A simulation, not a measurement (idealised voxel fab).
Herein follows the process module entitled voxel gate over fins.
Each square cell in cross-section cut measures 5 nm, and the section as a whole is 230 nm wide.
Format of a cross-section: grid, square cells. Given as bands. Order: top down. Band: one or more rows of cells.
Heads up on the band format: heights come first, top then bottom, in nm. After that it's the materials left to right, each with its width in nm. A single material flagged "edge to edge" fills the whole band edge to edge, and "blank" means there's empty space there.
Note: height 0 marks the level under which the wafer is uniformly one material as received. Lowest band unbounded below, written "0 and below".
A width such as "30..40" changes by the same amount from each row of cells to the next, from the band's top row to its bottom row.
"no alteration" means the step left every cell of the cross-section as it was.
You'll see "Sealed void listing" listing empty spaces that have no way open to the top, as long as they're 8 cells or more; the notation is width x height at distance, where the distance is from the left edge, and all of it is in nm.
On a step's line, text after the settings is the simulator commenting on that step.
For masked steps, "overlay nm" on the step line gives how far right of plan the mask actually lay; a minus sign means it lay to the left.

List of planned process steps
- 1: RECEIVE,material Si
- 2: CONFORMAL_DEP,material SiN,thk nm 10
- 3: PATTERN,tone cover,mask id FINS,material resist,width nm 15,pitch nm 35,thk nm 15,overlay nm 0
- 4: DIRECTIONAL_ETCH,etch materials SiN,depth nm 10
- 5: DIRECTIONAL_ETCH,etch materials Si,depth nm 30
- 6: STRIP,etch materials resist
- 7: OXIDIZE,depth nm 5
- 8: FILL_DEP,material SiO2,thk nm 15
- 9: CMP,height nm 10
- 10: SELECTIVE_ETCH,etch materials SiO2,depth nm 20
- 11: STRIP,etch materials SiN
- 12: CONFORMAL_DEP,material HfO2,thk nm 5
- 13: CONFORMAL_DEP,material TiN,thk nm 5
- 14: CONFORMAL_DEP,material TiAl,thk nm 5
- 15: CONFORMAL_DEP,material TiN,thk nm 5
- 16: FILL_DEP,material W,thk nm 10
- 17: CMP,height nm 25
- 18: CONFORMAL_DEP,material SiCN,thk nm 10

Step 1 complete: cross-section of the wafer as received
  0 and below | Si edge to edge
  Sealed void listing: none

Final cross-section, module run with one mistake (start and plan as above)
  35 down to 25 | SiCN edge to edge
  25 down to 15 | TiN edge to edge
  15 down to 10 | 60 TiN; 105 TiAl; 65 TiN
  10 down to 5 | 60 TiN; 5 TiAl; 25 TiN; 10 TiAl; 25 TiN; 10 TiAl; 25 TiN; 5 TiAl; 65 TiN
  5 down to 0 | 65 TiAl; 5 TiN; 15 HfO2; 5 TiN; 10 TiAl; 5 TiN; 15 HfO2; 5 TiN; 10 TiAl; 5 TiN; 15 HfO2; 5 TiN; 70 TiAl
  0 down to -5 | 70 TiN; 5 HfO2; 5 Si; 5 HfO2; 20 TiN; 5 HfO2; 5 Si; 5 HfO2; 20 TiN; 5 HfO2; 5 Si; 5 HfO2; 75 TiN
  -5 down to -10 | 75 HfO2; 5 Si; 30 HfO2; 5 Si; 30 HfO2; 5 Si; 80 HfO2
  -10 down to -35 | 75 SiO2; 5 Si; 30 SiO2; 5 Si; 30 SiO2; 5 Si; 80 SiO2
  -35 and below | Si edge to edge
  Sealed void listing: none
Heads up, the wafer didn't run the way we planned it: step 16 ran with different settings than intended, the actual operation and settings being FILL_DEP,material TiN,thk nm 10
